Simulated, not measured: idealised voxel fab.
Process module in this document: voxel spacer lines
FYI the section here is cut, 225 nm wide, cells are 5 nm squares.
Throughout this document, each cross-section is represented as a grid of square cells and is presented as a sequence of bands enumerated from the top downward, where a band comprises one or more rows of cells. Top height, bottom height, nm. Materials left to right, width each, nm. Single material + "everywhere" = fills band edge to edge. "air" = empty. Beneath 0, the wafer as received is one material, and that level is where height counting begins. The lowest band goes on downward without a bottom; it is written like "z 0 and below". A width such as "30..40" changes by the same amount from each row of cells to the next, from the band's top row to its bottom row. "nothing changed" for a step: no cell of the cross-section changed in that step. The label "Sealed cavities" introduces a list of the empty spaces, 8 cells or larger, that have no open way up to the top; each entry in it reads width x height at distance, where the distance is taken from the left edge and all three are stated in nm. Step line, after settings: the simulator's comment on this step. overlay nm: mask offset rightward from planned place, masked step; negative means leftward offset.
**These are the steps we planned for the process**
1,RECEIVE,material Si
2,CONFORMAL_DEP,material SiO2,thk nm 10
3,DIRECTIONAL_DEP,material W,thk nm 15
4,DIRECTIONAL_DEP,material aC,thk nm 25
5,PATTERN,tone cover,mask id MANDREL,material resist,width nm 25,pitch nm 70,thk nm 35,overlay nm 0
6,DIRECTIONAL_ETCH,etch materials aC,depth nm 25
7,STRIP,etch materials resist
8,CONFORMAL_DEP,material SiN,thk nm 10
9,DIRECTIONAL_ETCH,etch materials SiN,depth nm 10
10,STRIP,etch materials aC
11,DIRECTIONAL_ETCH,etch materials W,depth nm 15
12,STRIP,etch materials SiN
**The first of two wafers, run as planned**
**Cross-section of the incoming wafer, state after step 1**
* z 0 and below = Si everywhere
* Sealed cavities: none
**Step 2 done - wafer cross-section**
* z 10 to 0 = SiO2 everywhere
* Heights below 0 show no change.
**Step 3 done - wafer cross-section**
* z 25 to 10 = W everywhere
* Heights below 10 show no change.
**Step 4 done - wafer cross-section**
* z 50 to 25 = aC everywhere
* Heights below 25 show no change.
**Step 5 done - wafer cross-section**
* z 85 to 50 = 30 of air / 25 of resist / 45 of air / 25 of resist / 45 of air / 25 of resist / 30 of air
* Heights below 50 show no change.
**Step 6 done - wafer cross-section**
* z 60 to 50 = 30 of air / 25 of resist / 45 of air / 25 of resist / 45 of air / 25 of resist / 30 of air
* z 50 to 25 = 30 of air / 25 of aC / 45 of air / 25 of aC / 45 of air / 25 of aC / 30 of air
* Heights below 25 show no change.
**Step 7 done - wafer cross-section**
* z 50 to 25 = 30 of air / 25 of aC / 45 of air / 25 of aC / 45 of air / 25 of aC / 30 of air
* Heights below 25 show no change.
**Step 8 done - wafer cross-section**
* z 60 to 50 = 20 of air / 45 of SiN / 25 of air / 45 of SiN / 25 of air / 45 of SiN / 20 of air
* z 50 to 35 = 20 of air / 10 of SiN / 25 of aC / 10 of SiN / 25 of air / 10 of SiN / 25 of aC / 10 of SiN / 25 of air / 10 of SiN / 25 of aC / 10 of SiN / 20 of air
* z 35 to 25 = 30 of SiN / 25 of aC / 45 of SiN / 25 of aC / 45 of SiN / 25 of aC / 30 of SiN
* Heights below 25 show no change.
**Step 9 done - wafer cross-section**
* z 50 to 25 = 20 of air / 10 of SiN / 25 of aC / 10 of SiN / 25 of air / 10 of SiN / 25 of aC / 10 of SiN / 25 of air / 10 of SiN / 25 of aC / 10 of SiN / 20 of air
* Heights below 25 show no change.
**Step 10 done - wafer cross-section**
* z 50 to 25 = 20 of air / 10 of SiN / 25 of air / 10 of SiN / 25 of air / 10 of SiN / 25 of air / 10 of SiN / 25 of air / 10 of SiN / 25 of air / 10 of SiN / 20 of air
* Heights below 25 show no change.
**Step 11 done - wafer cross-section**
* z 50 to 25 = 20 of air / 10 of SiN / 25 of air / 10 of SiN / 25 of air / 10 of SiN / 25 of air / 10 of SiN / 25 of air / 10 of SiN / 25 of air / 10 of SiN / 20 of air
* z 25 to 10 = 20 of air / 10 of W / 25 of air / 10 of W / 25 of air / 10 of W / 25 of air / 10 of W / 25 of air / 10 of W / 25 of air / 10 of W / 20 of air
* Heights below 10 show no change.
**Step 12 done - wafer cross-section**
* z 25 to 10 = 20 of air / 10 of W / 25 of air / 10 of W / 25 of air / 10 of W / 25 of air / 10 of W / 25 of air / 10 of W / 25 of air / 10 of W / 20 of air
* Heights below 10 show no change.
**The remaining wafer, second of the two, started like the first and was run to the same plan, except that one mistake was made along the way; the two coincide through step 10, inclusive**
**Second wafer, cut view, end of step 11 per plan**
* z 50 to 25 = 20 of air / 10 of SiN / 25 of air / 10 of SiN / 25 of air / 10 of SiN / 25 of air / 10 of SiN / 25 of air / 10 of SiN / 25 of air / 10 of SiN / 20 of air
* z 25 to 20 = 20 of air / 10 of W / 25 of air / 10 of W / 25 of air / 10 of W / 25 of air / 10 of W / 25 of air / 10 of W / 25 of air / 10 of W / 20 of air
* Heights below 20 show no change.
**Second wafer, cut view, end of step 12 per plan**
* z 25 to 20 = 20 of air / 10 of W / 25 of air / 10 of W / 25 of air / 10 of W / 25 of air / 10 of W / 25 of air / 10 of W / 25 of air / 10 of W / 20 of air
* Heights below 20 show no change.
What was done differently from what was planned? step 11 off recipe, ran as DIRECTIONAL_ETCH,etch materials W,depth nm 5
Final cells, second wafer relative to first, materials higher or lower: 66 more of W
